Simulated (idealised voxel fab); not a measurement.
Title: Process Module voxel ribs on slabs
For reference, the cross-section in this document is cut, with width 205 nm and square cells of 5 nm.
Square cells in a grid make up a cross-section in this document, and the grid is given as bands, listed from the top down, each one or more rows of cells.
Per band: top height and bottom height in nm, followed by the left-to-right materials and their widths in nm; "edge to edge" marks a single material spanning edge to edge, "blank" marks empty space.
For the purposes of this specification, 0 denotes the height below which the wafer in its as-received condition is composed wholly of one material, and the lowermost band, lacking a lower limit, extends downward without end, as expressed in "from 0 down".
A width given as "30->40" starts at the first number in the band's top row and ends at the second number in its bottom row, shifting by an equal amount at every step from row to row.
It should be understood that the words "no modifications", when stated for a given step, signify that the cross-section underwent no change in any of its cells during that step.
"Enclosed void list": sealed empty spaces, 8 cells or more, no open way to top, listed width x height at distance, with distance from the left edge and width, height and distance in nm.
Step line, after settings: the simulator's comment on this step.
"overlay nm" denotes, for a step that has a mask, the displacement of the mask to the right of its planned place, with negative values corresponding to the left.

-- Here's what the planned process steps look like
1) RECEIVE | material Si
2) DIRECTIONAL_DEP | material SiO2 | thk nm 30
3) DIRECTIONAL_DEP | material polySi | thk nm 15
4) PATTERN | tone cover | mask id RIB | material resist | width nm 30 | thk nm 20 | overlay nm 0
5) DIRECTIONAL_ETCH | etch materials polySi | depth nm 5
6) STRIP | etch materials resist
7) PATTERN | tone cover | mask id SLAB | material resist | width nm 80 | thk nm 20 | overlay nm 0
8) DIRECTIONAL_ETCH | etch materials polySi | depth nm 10
9) STRIP | etch materials resist
10) FILL_DEP | material SiO2 | thk nm 20
11) CMP | height nm 60
12) DIRECTIONAL_DEP | material TiN | thk nm 10
13) DIRECTIONAL_DEP | material aC | thk nm 15
14) PATTERN | tone cover | mask id HEATER | material resist | width nm 40 | thk nm 35 | overlay nm 0
15) DIRECTIONAL_ETCH | etch materials aC | depth nm 15
16) STRIP | etch materials resist
17) DIRECTIONAL_ETCH | etch materials TiN | depth nm 10
18) STRIP | etch materials aC
19) CONFORMAL_DEP | material SiN | thk nm 5

-- Cross-section of the incoming wafer, state after step 1
  from 0 down | Si edge to edge
  Enclosed void list: none

-- Figure: cross-sectional view of the wafer upon completion of the module, processed from the initial state and according to the plan depicted above, with one error introduced during execution
  from 70 to 60 | blank=80; TiN=40; blank=85
  from 60 to 45 | SiO2 edge to edge
  from 45 to 40 | SiO2=85; polySi=30; SiO2=90
  from 40 to 30 | SiO2=60; polySi=80; SiO2=65
  from 30 to 0 | SiO2 edge to edge
  from 0 down | Si edge to edge
  Enclosed void list: none
Deviation from plan: plan step 19 never ran because it was skipped
